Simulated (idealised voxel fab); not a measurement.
Name of the process module below: voxel air gaps
Shown is cross-section cut, with a width of 235 nm and square cells of size 5 nm.
Throughout this document, each cross-section is represented as a grid of square cells and is presented as a sequence of bands enumerated from the top downward, where a band comprises one or more rows of cells. Heights first: top, then bottom, in nm. Then materials, left to right, each with a width in nm. "throughout" on a single material: fills the band edge to edge. "air": empty space. Heights are expressed relative to 0, this being the level below which the as-received wafer comprises one material exclusively. The lowest band is unbounded in the downward direction and is denoted as in "z 0 and below". Width: "30->40" (first number = top row, second number = bottom row, same change from row to row of cells). When a step is marked "no modification", none of the cells in the cross-section changed during that step. Voids not open to the top, 8 cells minimum: see "Closed void catalog". Written width x height at distance; distance is from the left edge; nm. Past the settings on a step's line: simulator remark, on that step. "overlay nm", when on a step's line for a step with a mask, measures how far to the right of its planned place the mask lay; a negative measure means to the left.

### Listed below are the process steps as planned
| 1 | RECEIVE [material Si] |
| 2 | CONFORMAL_DEP [material SiO2] [thk nm 10] |
| 3 | CONFORMAL_DEP [material SiCN] [thk nm 5] |
| 4 | DIRECTIONAL_DEP [material SiO2] [thk nm 40] |
| 5 | MASKED_ETCH [tone open] [mask id LINES] [width nm 20] [pitch nm 45] [etch materials SiO2] [depth nm 40] [overlay nm 0] |
| 6 | CONFORMAL_DEP [material TiN] [thk nm 5] |
| 7 | FILL_DEP [material W] [thk nm 5] |
| 8 | CMP [height nm 55] |
| 9 | EPI [material Ru] [thk nm 10] |
| 10 | SELECTIVE_ETCH [etch materials SiO2] [depth nm 50] |
| 11 | CONFORMAL_DEP [material SiCN] [thk nm 5] |

### The cross-section here shows the wafer as received, i.e. in its state after step 1
    z 0 and below = Si throughout
    Closed void catalog: none

### Looking at the first of two wafers in cross-section at end of module - ran to plan
    z 70 to 65 = 25 air, 185 SiCN, 25 air
    z 65 to 55 = 25 air, 5 SiCN, 40 Ru, 5 SiCN, 40 Ru, 5 SiCN, 40 Ru, 5 SiCN, 40 Ru, 5 SiCN, 25 air
    z 55 to 50 = 25 air, 15 SiCN, 5 TiN, 10 W, 5 TiN, 25 SiCN, 5 TiN, 10 W, 5 TiN, 25 SiCN, 5 TiN, 10 W, 5 TiN, 25 SiCN, 5 TiN, 10 W, 5 TiN, 15 SiCN, 25 air
    z 50 to 20 = 35 air, 5 SiCN, 5 TiN, 10 W, 5 TiN, 5 SiCN, 15 air, 5 SiCN, 5 TiN, 10 W, 5 TiN, 5 SiCN, 15 air, 5 SiCN, 5 TiN, 10 W, 5 TiN, 5 SiCN, 15 air, 5 SiCN, 5 TiN, 10 W, 5 TiN, 5 SiCN, 35 air
    z 20 to 15 = 40 SiCN, 20 TiN, 25 SiCN, 20 TiN, 25 SiCN, 20 TiN, 25 SiCN, 20 TiN, 40 SiCN
    z 15 to 10 = SiCN throughout
    z 10 to 0 = SiO2 throughout
    z 0 and below = Si throughout
    Closed void catalog: 15 x 30 at 65; 15 x 30 at 110; 15 x 30 at 155

### End-of-module cross-section of the second wafer: identical starting point and process plan to the first, with one processing mistake
    z 65 to 55 = 30 air, 40 Ru, 5 air, 40 Ru, 5 air, 40 Ru, 5 air, 40 Ru, 30 air
    z 55 to 20 = 40 air, 5 TiN, 10 W, 5 TiN, 25 air, 5 TiN, 10 W, 5 TiN, 25 air, 5 TiN, 10 W, 5 TiN, 25 air, 5 TiN, 10 W, 5 TiN, 40 air
    z 20 to 15 = 40 air, 20 TiN, 25 air, 20 TiN, 25 air, 20 TiN, 25 air, 20 TiN, 40 air
    z 15 to 10 = SiCN throughout
    z 10 to 0 = SiO2 throughout
    z 0 and below = Si throughout
    Closed void catalog: none
Which mistake was made when the wafer was run? the plan's step 11 was left out and never carried out
End of process, cell counts, second wafer against first, materials with more or fewer: 147 fewer of SiCN
Heads up: the first wafer ends with 3 closed voids, the second with 0.
